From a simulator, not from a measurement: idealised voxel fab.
process module | voxel double patterning
cross-section cut | 170 nm wide | cells 5 nm
A cross-section is a grid of square cells, given in bands from the top down. A band is one or more rows of cells.
Each band's line starts with the height of the band's top and of its bottom, in nm. Then come its materials from left to right, each with its width in nm. One material with "throughout" fills the band from edge to edge. "air" is empty space.
Height 0 is the level under which the wafer as received is all one material. The lowest band goes on downwards, as in "0 down".
A width such as "30 to 40" changes by the same amount from each row of cells to the next, from the band's top row to its bottom row.
"no change" after a step means that no cell of the cross-section changed.
closed voids: empty space of 8 cells or more with no open way to the top, each as width x height at its distance from the left edge, in nm
after a step's settings: what the simulator itself notes on the step
overlay nm, on a step with a mask: how far to the right of its planned place the mask lay; to the left if negative
plan
1 op RECEIVE | material Si
2 op CONFORMAL_DEP | material SiN | thk nm 10
3 op DIRECTIONAL_DEP | material SiO2 | thk nm 10
4 op DIRECTIONAL_DEP | material SiCN | thk nm 5
5 op MASKED_ETCH | tone open | mask id FIRST | width nm 15 | pitch nm 50 | etch materials SiCN | depth nm 5 | overlay nm 0
6 op PATTERN | tone open | mask id SECOND | material resist | width nm 15 | thk nm 20 | overlay nm 0
7 op DIRECTIONAL_ETCH | etch materials SiCN | depth nm 5
8 op STRIP | etch materials resist
9 op DIRECTIONAL_ETCH | etch materials SiO2 | depth nm 10
10 op STRIP | etch materials SiCN
first wafer, as planned
as received, after step 1
  0 down: Si throughout
  closed voids: none
after step 2
  10 to 0: SiN throughout
  below 0: unchanged
after step 3
  20 to 10: SiO2 throughout
  below 10: unchanged
after step 4
  25 to 20: SiCN throughout
  below 20: unchanged
after step 5
  25 to 20: SiCN 50 | air 15 | SiCN 35 | air 15 | SiCN 55
  below 20: unchanged
after step 6
  45 to 25: resist 75 | air 15 | resist 80
  25 to 20: SiCN 50 | resist 15 | SiCN 35 | resist 15 | SiCN 55
  below 20: unchanged
after step 7
  45 to 25: resist 75 | air 15 | resist 80
  25 to 20: SiCN 50 | resist 15 | SiCN 10 | air 15 | SiCN 10 | resist 15 | SiCN 55
  below 20: unchanged
after step 8
  25 to 20: SiCN 50 | air 15 | SiCN 10 | air 15 | SiCN 10 | air 15 | SiCN 55
  below 20: unchanged
after step 9
  25 to 20: SiCN 50 | air 15 | SiCN 10 | air 15 | SiCN 10 | air 15 | SiCN 55
  20 to 10: SiO2 50 | air 15 | SiO2 10 | air 15 | SiO2 10 | air 15 | SiO2 55
  below 10: unchanged
after step 10
  20 to 10: SiO2 50 | air 15 | SiO2 10 | air 15 | SiO2 10 | air 15 | SiO2 55
  below 10: unchanged
second wafer: like start, like plan, one mistake. Through step 1 it matches the first wafer
when step 2 should have ended
  10 to 0: SiO2 throughout
  below 0: unchanged
when step 3 should have ended
  20 to 0: SiO2 throughout
  below 0: unchanged
when step 4 should have ended
  25 to 20: SiCN throughout
  below 20: unchanged
when step 5 should have ended
  25 to 20: SiCN 50 | air 15 | SiCN 35 | air 15 | SiCN 55
  below 20: unchanged
when step 6 should have ended
  45 to 25: resist 75 | air 15 | resist 80
  25 to 20: SiCN 50 | resist 15 | SiCN 35 | resist 15 | SiCN 55
  below 20: unchanged
when step 7 should have ended
  45 to 25: resist 75 | air 15 | resist 80
  25 to 20: SiCN 50 | resist 15 | SiCN 10 | air 15 | SiCN 10 | resist 15 | SiCN 55
  below 20: unchanged
when step 8 should have ended
  25 to 20: SiCN 50 | air 15 | SiCN 10 | air 15 | SiCN 10 | air 15 | SiCN 55
  below 20: unchanged
when step 9 should have ended
  25 to 20: SiCN 50 | air 15 | SiCN 10 | air 15 | SiCN 10 | air 15 | SiCN 55
  20 to 10: SiO2 50 | air 15 | SiO2 10 | air 15 | SiO2 10 | air 15 | SiO2 55
  below 10: unchanged
when step 10 should have ended
  20 to 10: SiO2 50 | air 15 | SiO2 10 | air 15 | SiO2 10 | air 15 | SiO2 55
  below 10: unchanged
what went wrong: step 2 ran as: op CONFORMAL_DEP | material SiO2 | thk nm 10
at the end the second wafer has, in cells: 68 fewer of SiN | 68 more of SiO2
